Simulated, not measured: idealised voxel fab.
The process module presented herein is designated voxel spacer lines.
Cross-sectional view cut (width: 220 nm; square cell size: 5 nm).
Heads up, the way a cross-section reads in here is a grid of square cells, handed over as bands from the top down, with every band being one or more rows of cells.
Quick guide to a band line: top height, bottom height (nm) up front; then every material left to right with its width in nm. Only one material and it's marked "full width"? Then it fills the band edge to edge. And "blank" just means empty space.
The level at which height equals 0 is the one under which the wafer, as it arrives, is entirely one material. No lower edge exists for the bottom band, which continues downward and is notated as in "0 -> down".
Note: "30 to 40" means the width goes from the first number (top row of the band) to the second number (bottom row) in equal steps per row of cells.
Where a step carries "nothing altered", the cross-section came out of it unchanged, cell for cell.
Closed empty spaces (no open way to the top) of 8 cells or more are what "Enclosed void listing" lists, each as width x height at distance from the left edge, nm for all three.
It should be noted that, on the line of a given step, the content following the step's settings is a remark produced by the simulator itself with respect to that step.
The line of a step may include "overlay nm". On a step with a mask, this value is how far to the right of its planned place the mask lay. A negative value means the mask lay to the left.

## These are the steps we planned for the process
step 1: RECEIVE with material Si
step 2: CONFORMAL_DEP with material Al2O3, thk nm 5
step 3: DIRECTIONAL_DEP with material polySi, thk nm 15
step 4: DIRECTIONAL_DEP with material aC, thk nm 30
step 5: PATTERN with tone cover, mask id MANDREL, material resist, width nm 25, pitch nm 80, thk nm 40, overlay nm 0
step 6: DIRECTIONAL_ETCH with etch materials aC, depth nm 30
step 7: STRIP with etch materials resist
step 8: CONFORMAL_DEP with material SiN, thk nm 15
step 9: DIRECTIONAL_ETCH with etch materials SiN, depth nm 15
step 10: STRIP with etch materials aC
step 11: DIRECTIONAL_ETCH with etch materials polySi, depth nm 15
step 12: STRIP with etch materials SiN

## First of the two wafers, run per plan

## This is the cross-section of the wafer as we received it, i.e. after step 1
  0 -> down = Si full width
  Enclosed void listing: none

## after step 2
  5 -> 0 = Al2O3 full width
  Nothing below the height 0 has changed.

## after step 3
  20 -> 5 = polySi full width
  Nothing below the height 5 has changed.

## after step 4
  50 -> 20 = aC full width
  Nothing below the height 20 has changed.

## after step 5
  90 -> 50 = blank: 15; resist: 25; blank: 55; resist: 25; blank: 55; resist: 25; blank: 20
  Nothing below the height 50 has changed.

## after step 6
  60 -> 50 = blank: 15; resist: 25; blank: 55; resist: 25; blank: 55; resist: 25; blank: 20
  50 -> 20 = blank: 15; aC: 25; blank: 55; aC: 25; blank: 55; aC: 25; blank: 20
  Nothing below the height 20 has changed.

## after step 7
  50 -> 20 = blank: 15; aC: 25; blank: 55; aC: 25; blank: 55; aC: 25; blank: 20
  Nothing below the height 20 has changed.

## after step 8
  65 -> 50 = SiN: 55; blank: 25; SiN: 55; blank: 25; SiN: 55; blank: 5
  50 -> 35 = SiN: 15; aC: 25; SiN: 15; blank: 25; SiN: 15; aC: 25; SiN: 15; blank: 25; SiN: 15; aC: 25; SiN: 15; blank: 5
  35 -> 20 = SiN: 15; aC: 25; SiN: 55; aC: 25; SiN: 55; aC: 25; SiN: 20
  Nothing below the height 20 has changed.

## after step 9
  50 -> 20 = SiN: 15; aC: 25; SiN: 15; blank: 25; SiN: 15; aC: 25; SiN: 15; blank: 25; SiN: 15; aC: 25; SiN: 15; blank: 5
  Nothing below the height 20 has changed.

## after step 10
  50 -> 20 = SiN: 15; blank: 25; SiN: 15; blank: 25; SiN: 15; blank: 25; SiN: 15; blank: 25; SiN: 15; blank: 25; SiN: 15; blank: 5
  Nothing below the height 20 has changed.

## after step 11
  50 -> 20 = SiN: 15; blank: 25; SiN: 15; blank: 25; SiN: 15; blank: 25; SiN: 15; blank: 25; SiN: 15; blank: 25; SiN: 15; blank: 5
  20 -> 5 = polySi: 15; blank: 25; polySi: 15; blank: 25; polySi: 15; blank: 25; polySi: 15; blank: 25; polySi: 15; blank: 25; polySi: 15; blank: 5
  Nothing below the height 5 has changed.

## after step 12
  20 -> 5 = polySi: 15; blank: 25; polySi: 15; blank: 25; polySi: 15; blank: 25; polySi: 15; blank: 25; polySi: 15; blank: 25; polySi: 15; blank: 5
  Nothing below the height 5 has changed.

## It is to be noted that the second wafer proceeded from the same initial state and according to the same plan as the first, although one mistake was committed in its execution; through step 7, inclusive, the two wafers share an identical history

## Cross-section of the second wafer corresponding to the planned conclusion of step 8
  60 -> 50 = blank: 5; SiN: 45; blank: 35; SiN: 45; blank: 35; SiN: 45; blank: 10
  50 -> 30 = blank: 5; SiN: 10; aC: 25; SiN: 10; blank: 35; SiN: 10; aC: 25; SiN: 10; blank: 35; SiN: 10; aC: 25; SiN: 10; blank: 10
  30 -> 20 = SiN: 15; aC: 25; SiN: 55; aC: 25; SiN: 55; aC: 25; SiN: 20
  Nothing below the height 20 has changed.

## Cross-section of the second wafer corresponding to the planned conclusion of step 9
  50 -> 45 = blank: 15; aC: 25; blank: 55; aC: 25; blank: 55; aC: 25; blank: 20
  45 -> 20 = blank: 5; SiN: 10; aC: 25; SiN: 10; blank: 35; SiN: 10; aC: 25; SiN: 10; blank: 35; SiN: 10; aC: 25; SiN: 10; blank: 10
  Nothing below the height 20 has changed.

## Cross-section of the second wafer corresponding to the planned conclusion of step 10
  45 -> 20 = blank: 5; SiN: 10; blank: 25; SiN: 10; blank: 35; SiN: 10; blank: 25; SiN: 10; blank: 35; SiN: 10; blank: 25; SiN: 10; blank: 10
  Nothing below the height 20 has changed.

## Cross-section of the second wafer corresponding to the planned conclusion of step 11
  45 -> 20 = blank: 5; SiN: 10; blank: 25; SiN: 10; blank: 35; SiN: 10; blank: 25; SiN: 10; blank: 35; SiN: 10; blank: 25; SiN: 10; blank: 10
  20 -> 5 = blank: 5; polySi: 10; blank: 25; polySi: 10; blank: 35; polySi: 10; blank: 25; polySi: 10; blank: 35; polySi: 10; blank: 25; polySi: 10; blank: 10
  Nothing below the height 5 has changed.

## Cross-section of the second wafer corresponding to the planned conclusion of step 12
  20 -> 5 = blank: 5; polySi: 10; blank: 25; polySi: 10; blank: 35; polySi: 10; blank: 25; polySi: 10; blank: 35; polySi: 10; blank: 25; polySi: 10; blank: 10
  Nothing below the height 5 has changed.
Short version of what went wrong: step 8: run off-plan, actual operation and settings CONFORMAL_DEP with material SiN, thk nm 10
Final difference in cells, second wafer against first, listed per material as more or fewer: -18 polySi
